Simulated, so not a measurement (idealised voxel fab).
voxel released beams: a process module
Section shown: cut. Width: 230 nm. Cell size: 5 nm, square.
Think of the cross-section as a grid of square cells. We describe it in bands, top to bottom, and each band covers one or more rows of those cells.
Read a band's entry like this: the first values are the height of its top and the height of its bottom in nm, and what follows is the sequence of materials from left to right, each with its width in nm. Note that "empty" is empty space, and that a single material marked "throughout" reaches across the band from edge to edge.
Convention: height 0 is the level below which the wafer, as received, is all one material. The lowest band does not terminate at the bottom but continues downward, represented as "z 0 and below".
Per-row width for "30 to 40": begins at first number (top row of band), ends at second number (bottom row), increment between rows held constant.
"nothing got changed" for a step: no cell of the cross-section changed in that step.
In "Voids, enclosed" the enclosed voids are listed, meaning empty spaces of 8 cells or larger without any opening to the top. The form is width x height at distance, distance from the left edge, units nm.
Whatever follows a step's settings on its line is a remark the simulator itself makes about that step.
Among the settings permitted on a step's line is "overlay nm"; applied to a step with a mask, it specifies the extent to which the mask lay to the right of its planned position, whereas a negative figure signifies a position to the left.
Planned process steps
step 1: RECEIVE,material Si
step 2: CONFORMAL_DEP,material Al2O3,thk nm 10
step 3: DIRECTIONAL_DEP,material SiO2,thk nm 15
step 4: PATTERN,tone open,mask id ANCHOR,material resist,width nm 35,thk nm 15,overlay nm 0
step 5: DIRECTIONAL_ETCH,etch materials SiO2,depth nm 15
step 6: STRIP,etch materials resist
step 7: CONFORMAL_DEP,material polySi,thk nm 10
step 8: DIRECTIONAL_DEP,material aC,thk nm 10
step 9: PATTERN,tone cover,mask id BEAM,material resist,width nm 95,thk nm 25,overlay nm 0
step 10: DIRECTIONAL_ETCH,etch materials aC,depth nm 10
step 11: STRIP,etch materials resist
step 12: DIRECTIONAL_ETCH,etch materials polySi,depth nm 10
step 13: STRIP,etch materials aC
step 14: STRIP,etch materials SiO2
The first of a set of two wafers, run to plan
Wafer as received: cross-section following step 1
- z 0 and below  Si throughout
- Voids, enclosed: none
Wafer after step 2 (cross-section)
- z 10 to 0  Al2O3 throughout
- No changes below 0.
Wafer after step 3 (cross-section)
- z 25 to 10  SiO2 throughout
- No changes below 10.
Wafer after step 4 (cross-section)
- z 40 to 25  resist (70)  empty (35)  resist (125)
- No changes below 25.
Wafer after step 5 (cross-section)
- z 40 to 25  resist (70)  empty (35)  resist (125)
- z 25 to 10  SiO2 (70)  empty (35)  SiO2 (125)
- No changes below 10.
Wafer after step 6 (cross-section)
- z 25 to 10  SiO2 (70)  empty (35)  SiO2 (125)
- No changes below 10.
Wafer after step 7 (cross-section)
- z 35 to 25  polySi (80)  empty (15)  polySi (135)
- z 25 to 20  SiO2 (70)  polySi (10)  empty (15)  polySi (10)  SiO2 (125)
- z 20 to 10  SiO2 (70)  polySi (35)  SiO2 (125)
- No changes below 10.
Wafer after step 8 (cross-section)
- z 45 to 35  aC (80)  empty (15)  aC (135)
- z 35 to 30  polySi (80)  empty (15)  polySi (135)
- z 30 to 25  polySi (80)  aC (15)  polySi (135)
- z 25 to 20  SiO2 (70)  polySi (10)  aC (15)  polySi (10)  SiO2 (125)
- No changes below 20.
Wafer after step 9 (cross-section)
- z 70 to 45  empty (65)  resist (95)  empty (70)
- z 45 to 35  aC (80)  resist (15)  aC (135)
- z 35 to 30  polySi (80)  resist (15)  polySi (135)
- No changes below 30.
Wafer after step 10 (cross-section)
- z 60 to 45  empty (65)  resist (95)  empty (70)
- z 45 to 35  empty (65)  aC (15)  resist (15)  aC (65)  empty (70)
- No changes below 35.
Wafer after step 11 (cross-section)
- z 45 to 35  empty (65)  aC (15)  empty (15)  aC (65)  empty (70)
- z 35 to 30  polySi (80)  empty (15)  polySi (135)
- No changes below 30.
Wafer after step 12 (cross-section)
- z 45 to 35  empty (65)  aC (15)  empty (15)  aC (65)  empty (70)
- z 35 to 30  empty (65)  polySi (15)  empty (15)  polySi (65)  empty (70)
- z 30 to 25  empty (65)  polySi (15)  aC (15)  polySi (65)  empty (70)
- No changes below 25.
Wafer after step 13 (cross-section)
- z 35 to 25  empty (65)  polySi (15)  empty (15)  polySi (65)  empty (70)
- z 25 to 20  SiO2 (70)  polySi (10)  empty (15)  polySi (10)  SiO2 (125)
- No changes below 20.
Wafer after step 14 (cross-section)
- z 35 to 25  empty (65)  polySi (15)  empty (15)  polySi (65)  empty (70)
- z 25 to 20  empty (70)  polySi (10)  empty (15)  polySi (10)  empty (125)
- z 20 to 10  empty (70)  polySi (35)  empty (125)
- No changes below 10.
Regarding the second of the two wafers: it shared the first wafer's starting condition and process plan, yet one error occurred during its execution. Its history coincides with that of the first wafer up to and including step 3
Cross-sectional view of the second wafer at the intended end time of process step 4
- z 40 to 25  resist (80)  empty (35)  resist (115)
- No changes below 25.
Cross-sectional view of the second wafer at the intended end time of process step 5
- z 40 to 25  resist (80)  empty (35)  resist (115)
- z 25 to 10  SiO2 (80)  empty (35)  SiO2 (115)
- No changes below 10.
Cross-sectional view of the second wafer at the intended end time of process step 6
- z 25 to 10  SiO2 (80)  empty (35)  SiO2 (115)
- No changes below 10.
Cross-sectional view of the second wafer at the intended end time of process step 7
- z 35 to 25  polySi (90)  empty (15)  polySi (125)
- z 25 to 20  SiO2 (80)  polySi (10)  empty (15)  polySi (10)  SiO2 (115)
- z 20 to 10  SiO2 (80)  polySi (35)  SiO2 (115)
- No changes below 10.
Cross-sectional view of the second wafer at the intended end time of process step 8
- z 45 to 35  aC (90)  empty (15)  aC (125)
- z 35 to 30  polySi (90)  empty (15)  polySi (125)
- z 30 to 25  polySi (90)  aC (15)  polySi (125)
- z 25 to 20  SiO2 (80)  polySi (10)  aC (15)  polySi (10)  SiO2 (115)
- No changes below 20.
Cross-sectional view of the second wafer at the intended end time of process step 9
- z 70 to 45  empty (65)  resist (95)  empty (70)
- z 45 to 35  aC (90)  resist (15)  aC (125)
- z 35 to 30  polySi (90)  resist (15)  polySi (125)
- No changes below 30.
Cross-sectional view of the second wafer at the intended end time of process step 10
- z 60 to 45  empty (65)  resist (95)  empty (70)
- z 45 to 35  empty (65)  aC (25)  resist (15)  aC (55)  empty (70)
- No changes below 35.
Cross-sectional view of the second wafer at the intended end time of process step 11
- z 45 to 35  empty (65)  aC (25)  empty (15)  aC (55)  empty (70)
- z 35 to 30  polySi (90)  empty (15)  polySi (125)
- No changes below 30.
Cross-sectional view of the second wafer at the intended end time of process step 12
- z 45 to 35  empty (65)  aC (25)  empty (15)  aC (55)  empty (70)
- z 35 to 30  empty (65)  polySi (25)  empty (15)  polySi (55)  empty (70)
- z 30 to 25  empty (65)  polySi (25)  aC (15)  polySi (55)  empty (70)
- No changes below 25.
Cross-sectional view of the second wafer at the intended end time of process step 13
- z 35 to 25  empty (65)  polySi (25)  empty (15)  polySi (55)  empty (70)
- z 25 to 20  SiO2 (80)  polySi (10)  empty (15)  polySi (10)  SiO2 (115)
- No changes below 20.
Cross-sectional view of the second wafer at the intended end time of process step 14
- z 35 to 25  empty (65)  polySi (25)  empty (15)  polySi (55)  empty (70)
- z 25 to 20  empty (80)  polySi (10)  empty (15)  polySi (10)  empty (115)
- z 20 to 10  empty (80)  polySi (35)  empty (115)
- No changes below 10.
Finding, execution versus plan: it should be noted that step 4 was executed with settings other than those planned, the operation and settings actually applied being PATTERN,tone open,mask id ANCHOR,material resist,width nm 35,thk nm 15,overlay nm 10
At the close, every material occupies the same number of cells on the second wafer as on the first, only in different positions.
